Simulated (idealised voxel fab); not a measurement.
A process module follows: voxel released beams.
cross-section cut | 250 nm wide | cells 5 nm
Cross-section, as written here: a square-cell grid given band by band from the top down, where a band holds one or more rows of cells.
For a band, the entry starts with two heights in nm, that of the top and then that of the bottom, and carries on with the band's materials in order from left to right, each alongside its width in nm; the word "all across" beside a single material means it fills the band edge to edge, and "blank" means empty space.
Heights from 0 (as-received wafer is one material below). Bottom band endless downward, as "0 down".
So if you see something like "30..40" for the width, read it as the top row of the band sitting at the first number and the bottom row at the second, with every row in between moving by the same amount as the last.
The cross-section has no changed cell in any step marked "no change occurred".
"Catalogued sealed voids" means: voids of 8 cells or more that are shut off from the top with no open way through. Written width x height at distance, distance from the left edge, in nm.
Where a step's line continues beyond its settings, the continuation is a remark by the simulator itself on that step.
If you see "overlay nm" on a step's line and that step has a mask, it's telling you how far right of where it was planned the mask ended up; a negative number means it went left instead.
## Here's what the planned process steps look like
- 1: RECEIVE with material Si
- 2: CONFORMAL_DEP with material Al2O3, thk nm 10
- 3: DIRECTIONAL_DEP with material SiO2, thk nm 20
- 4: DIRECTIONAL_DEP with material aC, thk nm 15
- 5: PATTERN with tone open, mask id ANCHOR, material resist, width nm 20, thk nm 35, overlay nm 0
- 6: DIRECTIONAL_ETCH with etch materials aC, depth nm 15
- 7: STRIP with etch materials resist
- 8: DIRECTIONAL_ETCH with etch materials SiO2, depth nm 20
- 9: STRIP with etch materials aC
- 10: CONFORMAL_DEP with material W, thk nm 10
- 11: DIRECTIONAL_DEP with material aC, thk nm 10
- 12: PATTERN with tone cover, mask id BEAM, material resist, width nm 90, thk nm 25, overlay nm 0
- 13: DIRECTIONAL_ETCH with etch materials aC, depth nm 10
- 14: STRIP with etch materials resist
- 15: DIRECTIONAL_ETCH with etch materials W, depth nm 10
- 16: STRIP with etch materials aC
- 17: STRIP with etch materials SiO2
All wafers enter the flow in the same state. The width nm at step 5 differs from wafer to wafer, and the plan gives the value for the first wafer.
## After step 1, as received: first of several wafers, cross-section
- 0 down  Si all across
- Catalogued sealed voids: none
## Depicted here is the first of several wafers in cross-section, at module completion following the last step, step 17
- 40 to 30  blank: 75  W: 90  blank: 85
- 30 to 10  blank: 85  W: 20  blank: 145
- 10 to 0  Al2O3 all across
- 0 down  Si all across
- Catalogued sealed voids: none
## Cross-section of the final wafer among several, taken at the end of the module
- 40 to 30  blank: 75  W: 10  blank: 25  W: 55  blank: 85
- 30 to 20  blank: 75  W: 10  blank: 25  W: 10  blank: 130
- 20 to 10  blank: 75  W: 45  blank: 130
- 10 to 0  Al2O3 all across
- 0 down  Si all across
- Catalogued sealed voids: none
## Per-wafer rows below. For each material: cells gained (+) or lost (-) since the wafer was received, as of end of module. Then: closed voids
width nm 20 | +100 Al2O3 | +52 W | Catalogued sealed voids: none
width nm 25 | +100 Al2O3 | +52 W | Catalogued sealed voids: none
width nm 30 | +100 Al2O3 | +52 W | Catalogued sealed voids: none
width nm 35 | +100 Al2O3 | +52 W | Catalogued sealed voids: none
width nm 40 | +100 Al2O3 | +52 W | Catalogued sealed voids: none
width nm 45 | +100 Al2O3 | +52 W | Catalogued sealed voids: none
